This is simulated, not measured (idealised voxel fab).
The document below concerns the process module designated voxel air gaps.
Section cut is 180 nm wide and gridded with 5 nm square cells.
If you're reading a cross-section in this doc, picture square cells in a grid; it comes to you as bands, top ones listed first down to the bottom, and a band can be one or more rows of cells.
Each band's line starts with the height of the band's top and of its bottom, in nm. Then come its materials from left to right, each with its width in nm. One material with "all across" fills the band from edge to edge. "blank" is empty space.
Heights from 0 (as-received wafer is one material below). Bottom band endless downward, as "0 down".
Note: "30->40" means the width goes from the first number (top row of the band) to the second number (bottom row) in equal steps per row of cells.
Where the words "no modifications" appear for a step, the cross-section shows no cell changed by that step; every cell remained as before.
Listed in "Enclosed cavity list": every empty space of 8 or more cells without an open way to the top. Form: width x height at distance, the distance being from the left edge, all in nm.
after a step's settings: what the simulator itself notes on the step
overlay nm: mask right of planned place by this much (step with mask). Neg. = left.

# Steps planned for the process
- 1: RECEIVE (material Si)
- 2: CONFORMAL_DEP (material SiO2; thk nm 10)
- 3: CONFORMAL_DEP (material SiN; thk nm 5)
- 4: DIRECTIONAL_DEP (material SiO2; thk nm 40)
- 5: MASKED_ETCH (tone open; mask id LINES; width nm 25; pitch nm 55; etch materials SiO2; depth nm 40; overlay nm 0)
- 6: CONFORMAL_DEP (material TiN; thk nm 5)
- 7: FILL_DEP (material Ru; thk nm 10)
- 8: CMP (height nm 55)
- 9: EPI (material Ru; thk nm 10)
- 10: SELECTIVE_ETCH (etch materials SiO2; depth nm 50)
- 11: CONFORMAL_DEP (material SiCN; thk nm 5)

# Cross-section of the incoming wafer, state after step 1
  0 down = Si all across
  Enclosed cavity list: none

# Cross-sectional image of the first of two wafers at the end of the module, the run having proceeded as planned
  70 to 65 = blank 5 | SiCN 165 | blank 10
  65 to 55 = blank 5 | SiCN 5 | Ru 45 | SiCN 10 | Ru 45 | SiCN 10 | Ru 45 | SiCN 5 | blank 10
  55 to 50 = blank 5 | SiCN 15 | TiN 5 | Ru 15 | TiN 5 | SiCN 30 | TiN 5 | Ru 15 | TiN 5 | SiCN 30 | TiN 5 | Ru 15 | TiN 5 | SiCN 15 | blank 10
  50 to 20 = blank 15 | SiCN 5 | TiN 5 | Ru 15 | TiN 5 | SiCN 5 | blank 20 | SiCN 5 | TiN 5 | Ru 15 | TiN 5 | SiCN 5 | blank 20 | SiCN 5 | TiN 5 | Ru 15 | TiN 5 | SiCN 5 | blank 20
  20 to 15 = SiCN 20 | TiN 25 | SiCN 30 | TiN 25 | SiCN 30 | TiN 25 | SiCN 25
  15 to 10 = SiN all across
  10 to 0 = SiO2 all across
  0 down = Si all across
  Enclosed cavity list: 20 x 30 at 50; 20 x 30 at 105

# Second wafer cross-section at end of module - shared start and plan with the first, one mistake in the run
  70 to 65 = SiCN all across
  65 to 55 = Ru 30 | SiCN 5 | Ru 50 | SiCN 5 | Ru 50 | SiCN 5 | Ru 35
  55 to 50 = Ru 15 | TiN 5 | SiCN 25 | TiN 5 | Ru 20 | TiN 5 | SiCN 25 | TiN 5 | Ru 20 | TiN 5 | SiCN 25 | TiN 5 | Ru 20
  50 to 20 = Ru 15 | TiN 5 | SiCN 5 | blank 15 | SiCN 5 | TiN 5 | Ru 20 | TiN 5 | SiCN 5 | blank 15 | SiCN 5 | TiN 5 | Ru 20 | TiN 5 | SiCN 5 | blank 15 | SiCN 5 | TiN 5 | Ru 20
  20 to 15 = TiN 20 | SiCN 25 | TiN 30 | SiCN 25 | TiN 30 | SiCN 25 | TiN 25
  15 to 10 = SiN all across
  10 to 0 = SiO2 all across
  0 down = Si all across
  Enclosed cavity list: 15 x 30 at 25; 15 x 30 at 80; 15 x 30 at 135
Want to know what went wrong? it should be noted that step 5 was executed with settings other than those planned, the operation and settings actually applied being MASKED_ETCH (tone cover; mask id LINES; width nm 25; pitch nm 55; etch materials SiO2; depth nm 40; overlay nm 0)
End of process, cell counts, second wafer against first, materials with more or fewer: +54 Ru; -12 SiCN; +6 TiN
In the final state there are 2 closed voids in the first wafer, compared with 3 in the second wafer.
